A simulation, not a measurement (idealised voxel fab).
process module | voxel quadruple lines
cross-section cut | 300 nm wide | cells 5 nm
A cross-section is a grid of square cells, given in bands from the top down. A band is one or more rows of cells.
Each band's line starts with the height of the band's top and of its bottom, in nm. Then come its materials from left to right, each with its width in nm. One material with "throughout" fills the band from edge to edge. "air" is empty space.
Height 0 is the level under which the wafer as received is all one material. The lowest band goes on downwards, as in "0 down".
A width such as "30 to 40" changes by the same amount from each row of cells to the next, from the band's top row to its bottom row.
"no change" after a step means that no cell of the cross-section changed.
closed voids: empty space of 8 cells or more with no open way to the top, each as width x height at its distance from the left edge, in nm
after a step's settings: what the simulator itself notes on the step
overlay nm, on a step with a mask: how far to the right of its planned place the mask lay; to the left if negative
Each pair below shows a cross-section before one step and the cross-section after it, down to the lowest band that changed. The line under each pair gives the step between them, with its settings. The pairs can come from different runs of this module on the same starting wafer, so a pair continues from the pair above only where its "before" says so.
before
  30 to 15: air 55 | SiCN 10 | air 15 | SiCN 10 | air 15 | SiCN 10 | air 15 | SiCN 10 | air 15 | SiCN 10 | air 15 | SiCN 10 | air 15 | SiCN 10 | air 15 | SiCN 10 | air 60
  15 to 0: Al2O3 throughout
  0 down: Si throughout
  closed voids: none
after
  15 to 0: Al2O3 throughout
  below 0: unchanged
  closed voids: none
the step between: op STRIP | etch materials SiCN
before
  55 to 30: aC throughout
  30 to 15: polySi throughout
  15 to 5: TiN throughout
  5 to 0: Al2O3 throughout
  0 down: Si throughout
  closed voids: none
after
  85 to 55: resist 80 | air 35 | resist 65 | air 35 | resist 85
  below 55: unchanged
  closed voids: none
the step between: op PATTERN | tone open | mask id MANDREL | material resist | width nm 35 | pitch nm 100 | thk nm 30 | overlay nm 0
before: the cross-section after the pair above
after
  60 to 55: resist 80 | air 35 | resist 65 | air 35 | resist 85
  55 to 30: aC 80 | air 35 | aC 65 | air 35 | aC 85
  below 30: unchanged
  closed voids: none
the step between: op DIRECTIONAL_ETCH | etch materials aC | depth nm 25
before: the cross-section after the pair above
after
  55 to 30: aC 80 | air 35 | aC 65 | air 35 | aC 85
  below 30: unchanged
  closed voids: none
the step between: op STRIP | etch materials resist
before: the cross-section after the pair above
after
  70 to 55: SiO2 95 | air 5 | SiO2 95 | air 5 | SiO2 100
  55 to 45: aC 80 | SiO2 15 | air 5 | SiO2 15 | aC 65 | SiO2 15 | air 5 | SiO2 15 | aC 85
  45 to 30: aC 80 | SiO2 35 | aC 65 | SiO2 35 | aC 85
  below 30: unchanged
  closed voids: none
the step between: op CONFORMAL_DEP | material SiO2 | thk nm 15
before: the cross-section after the pair above
after
  55 to 30: aC 80 | SiO2 15 | air 5 | SiO2 15 | aC 65 | SiO2 15 | air 5 | SiO2 15 | aC 85
  below 30: unchanged
  closed voids: none
the step between: op DIRECTIONAL_ETCH | etch materials SiO2 | depth nm 15
before: the cross-section after the pair above
after
  55 to 30: air 80 | SiO2 15 | air 5 | SiO2 15 | air 65 | SiO2 15 | air 5 | SiO2 15 | air 85
  below 30: unchanged
  closed voids: none
the step between: op STRIP | etch materials aC
before: the cross-section after the pair above
after
  55 to 30: air 80 | SiO2 15 | air 5 | SiO2 15 | air 65 | SiO2 15 | air 5 | SiO2 15 | air 85
  30 to 15: air 80 | polySi 15 | air 5 | polySi 15 | air 65 | polySi 15 | air 5 | polySi 15 | air 85
  below 15: unchanged
  closed voids: none
the step between: op DIRECTIONAL_ETCH | etch materials polySi | depth nm 15
before: the cross-section after the pair above
after
  30 to 15: air 80 | polySi 15 | air 5 | polySi 15 | air 65 | polySi 15 | air 5 | polySi 15 | air 85
  below 15: unchanged
  closed voids: none
the step between: op STRIP | etch materials SiO2
before: the cross-section after the pair above
after
  40 to 30: air 70 | SiCN 55 | air 45 | SiCN 55 | air 75
  30 to 25: air 70 | SiCN 10 | polySi 15 | SiCN 5 | polySi 15 | SiCN 10 | air 45 | SiCN 10 | polySi 15 | SiCN 5 | polySi 15 | SiCN 10 | air 75
  25 to 15: SiCN 80 | polySi 15 | SiCN 5 | polySi 15 | SiCN 65 | polySi 15 | SiCN 5 | polySi 15 | SiCN 85
  below 15: unchanged
  closed voids: none
the step between: op CONFORMAL_DEP | material SiCN | thk nm 10
before: the cross-section after the pair above
after
  30 to 15: air 70 | SiCN 10 | polySi 15 | SiCN 5 | polySi 15 | SiCN 10 | air 45 | SiCN 10 | polySi 15 | SiCN 5 | polySi 15 | SiCN 10 | air 75
  below 15: unchanged
  closed voids: none
the step between: op DIRECTIONAL_ETCH | etch materials SiCN | depth nm 10
before: the cross-section after the pair above
after
  30 to 15: air 70 | SiCN 10 | air 15 | SiCN 5 | air 15 | SiCN 10 | air 45 | SiCN 10 | air 15 | SiCN 5 | air 15 | SiCN 10 | air 75
  below 15: unchanged
  closed voids: none
the step between: op STRIP | etch materials polySi
before: the cross-section after the pair above
after
  30 to 15: air 70 | SiCN 10 | air 15 | SiCN 5 | air 15 | SiCN 10 | air 45 | SiCN 10 | air 15 | SiCN 5 | air 15 | SiCN 10 | air 75
  15 to 5: air 70 | TiN 10 | air 15 | TiN 5 | air 15 | TiN 10 | air 45 | TiN 10 | air 15 | TiN 5 | air 15 | TiN 10 | air 75
  below 5: unchanged
  closed voids: none
the step between: op DIRECTIONAL_ETCH | etch materials TiN | depth nm 10
before: the cross-section after the pair above
after
  15 to 5: air 70 | TiN 10 | air 15 | TiN 5 | air 15 | TiN 10 | air 45 | TiN 10 | air 15 | TiN 5 | air 15 | TiN 10 | air 75
  below 5: unchanged
  closed voids: none
the step between: op STRIP | etch materials SiCN
